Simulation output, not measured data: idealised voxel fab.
Proc. module: voxel tone inversion
Shown is cross-section cut, with a width of 240 nm and square cells of size 5 nm.
A cross-section is a grid of square cells, given in bands from the top down. A band is one or more rows of cells. Top height, bottom height, nm. Materials left to right, width each, nm. Single material + "edge to edge" = fills band edge to edge. "empty" = empty. Heights are reckoned from 0. Under this level, the received wafer is all of one material. The bottommost band is open-ended downward, for example "0 down". The two numbers in a width such as "30 to 40" mark its ends across the band: the first belongs to the top row of cells, the second to the bottom row, and from each row to the next the width moves by the same amount. It should be understood that the words "changes: none", when stated for a given step, signify that the cross-section underwent no change in any of its cells during that step. The label "Sealed-off cavities" introduces a list of the empty spaces, 8 cells or larger, that have no open way up to the top; each entry in it reads width x height at distance, where the distance is taken from the left edge and all three are stated in nm. If you see something after the settings on a step's line, that's the simulator's own remark about that step. If you see "overlay nm" on a step's line and that step has a mask, it's telling you how far right of where it was planned the mask ended up; a negative number means it went left instead.
Listed below are the process steps as planned:
1 RECEIVE,material Si
2 CONFORMAL_DEP,material SiCN,thk nm 10
3 DIRECTIONAL_DEP,material aC,thk nm 20
4 PATTERN,tone cover,mask id POSTS,material resist,width nm 20,pitch nm 45,thk nm 25,overlay nm 0
5 DIRECTIONAL_ETCH,etch materials aC,depth nm 20
6 STRIP,etch materials resist
7 FILL_DEP,material SiO2,thk nm 10
8 CMP,height nm 30
9 STRIP,etch materials aC
10 CONFORMAL_DEP,material TiN,thk nm 5
11 FILL_DEP,material Cu,thk nm 10
12 CMP,height nm 30
13 CONFORMAL_DEP,material SiCN,thk nm 5
What follows covers the first of two wafers; it ran as planned:
Wafer cross-section on receipt, i.e. after step 1:
> 0 down  Si edge to edge
> Sealed-off cavities: none
So this is the wafer cross-section right after step 2:
> 10 to 0  SiCN edge to edge
> Whatever lies below 0 is exactly as it was before.
So this is the wafer cross-section right after step 3:
> 30 to 10  aC edge to edge
> Whatever lies below 10 is exactly as it was before.
So this is the wafer cross-section right after step 4:
> 55 to 30  85 empty, 20 resist, 25 empty, 20 resist, 90 empty
> Whatever lies below 30 is exactly as it was before.
So this is the wafer cross-section right after step 5:
> 35 to 30  85 empty, 20 resist, 25 empty, 20 resist, 90 empty
> 30 to 10  85 empty, 20 aC, 25 empty, 20 aC, 90 empty
> Whatever lies below 10 is exactly as it was before.
So this is the wafer cross-section right after step 6:
> 30 to 10  85 empty, 20 aC, 25 empty, 20 aC, 90 empty
> Whatever lies below 10 is exactly as it was before.
So this is the wafer cross-section right after step 7:
> 40 to 30  SiO2 edge to edge
> 30 to 10  85 SiO2, 20 aC, 25 SiO2, 20 aC, 90 SiO2
> Whatever lies below 10 is exactly as it was before.
So this is the wafer cross-section right after step 8:
> 30 to 10  85 SiO2, 20 aC, 25 SiO2, 20 aC, 90 SiO2
> Whatever lies below 10 is exactly as it was before.
So this is the wafer cross-section right after step 9:
> 30 to 10  85 SiO2, 20 empty, 25 SiO2, 20 empty, 90 SiO2
> Whatever lies below 10 is exactly as it was before.
So this is the wafer cross-section right after step 10:
> 35 to 30  90 TiN, 10 empty, 35 TiN, 10 empty, 95 TiN
> 30 to 15  85 SiO2, 5 TiN, 10 empty, 5 TiN, 25 SiO2, 5 TiN, 10 empty, 5 TiN, 90 SiO2
> 15 to 10  85 SiO2, 20 TiN, 25 SiO2, 20 TiN, 90 SiO2
> Whatever lies below 10 is exactly as it was before.
So this is the wafer cross-section right after step 11:
> 45 to 35  Cu edge to edge
> 35 to 30  90 TiN, 10 Cu, 35 TiN, 10 Cu, 95 TiN
> 30 to 15  85 SiO2, 5 TiN, 10 Cu, 5 TiN, 25 SiO2, 5 TiN, 10 Cu, 5 TiN, 90 SiO2
> Whatever lies below 15 is exactly as it was before.
So this is the wafer cross-section right after step 12:
> 30 to 15  85 SiO2, 5 TiN, 10 Cu, 5 TiN, 25 SiO2, 5 TiN, 10 Cu, 5 TiN, 90 SiO2
> Whatever lies below 15 is exactly as it was before.
So this is the wafer cross-section right after step 13:
> 35 to 30  SiCN edge to edge
> Whatever lies below 30 is exactly as it was before.
For the second wafer, take the first wafer's start and plan, then add one mistake made in running it; everything through step 1, that step included, is shared with the first:
Cross-section: second wafer, time at which step 2 was scheduled to end:
> 20 to 0  aC edge to edge
> Whatever lies below 0 is exactly as it was before.
Cross-section: second wafer, time at which step 3 was scheduled to end:
> 30 to 20  SiCN edge to edge
> Whatever lies below 20 is exactly as it was before.
Cross-section: second wafer, time at which step 4 was scheduled to end:
> 55 to 30  85 empty, 20 resist, 25 empty, 20 resist, 90 empty
> Whatever lies below 30 is exactly as it was before.
Cross-section: second wafer, time at which step 5 was scheduled to end:
> 35 to 30  85 empty, 20 resist, 25 empty, 20 resist, 90 empty
> Whatever lies below 30 is exactly as it was before.
Cross-section: second wafer, time at which step 6 was scheduled to end:
> 30 to 20  SiCN edge to edge
> Whatever lies below 20 is exactly as it was before.
Cross-section: second wafer, time at which step 7 was scheduled to end:
> 40 to 30  SiO2 edge to edge
> Whatever lies below 30 is exactly as it was before.
Cross-section: second wafer, time at which step 8 was scheduled to end:
> 30 to 20  SiCN edge to edge
> Whatever lies below 20 is exactly as it was before.
Cross-section: second wafer, time at which step 9 was scheduled to end: changes: none
Cross-section: second wafer, time at which step 10 was scheduled to end:
> 35 to 30  TiN edge to edge
> Whatever lies below 30 is exactly as it was before.
Cross-section: second wafer, time at which step 11 was scheduled to end:
> 45 to 35  Cu edge to edge
> Whatever lies below 35 is exactly as it was before.
Cross-section: second wafer, time at which step 12 was scheduled to end:
> 30 to 20  SiCN edge to edge
> Whatever lies below 20 is exactly as it was before.
Cross-section: second wafer, time at which step 13 was scheduled to end:
> 35 to 20  SiCN edge to edge
> Whatever lies below 20 is exactly as it was before.
Finding, execution versus plan: deviation from plan: step 3 and step 2 executed in one another's positions
Wrapping up, a cell-based count of both wafers puts the second over or under the first for these materials: Cu -12, SiO2 -160, TiN -20, aC +192
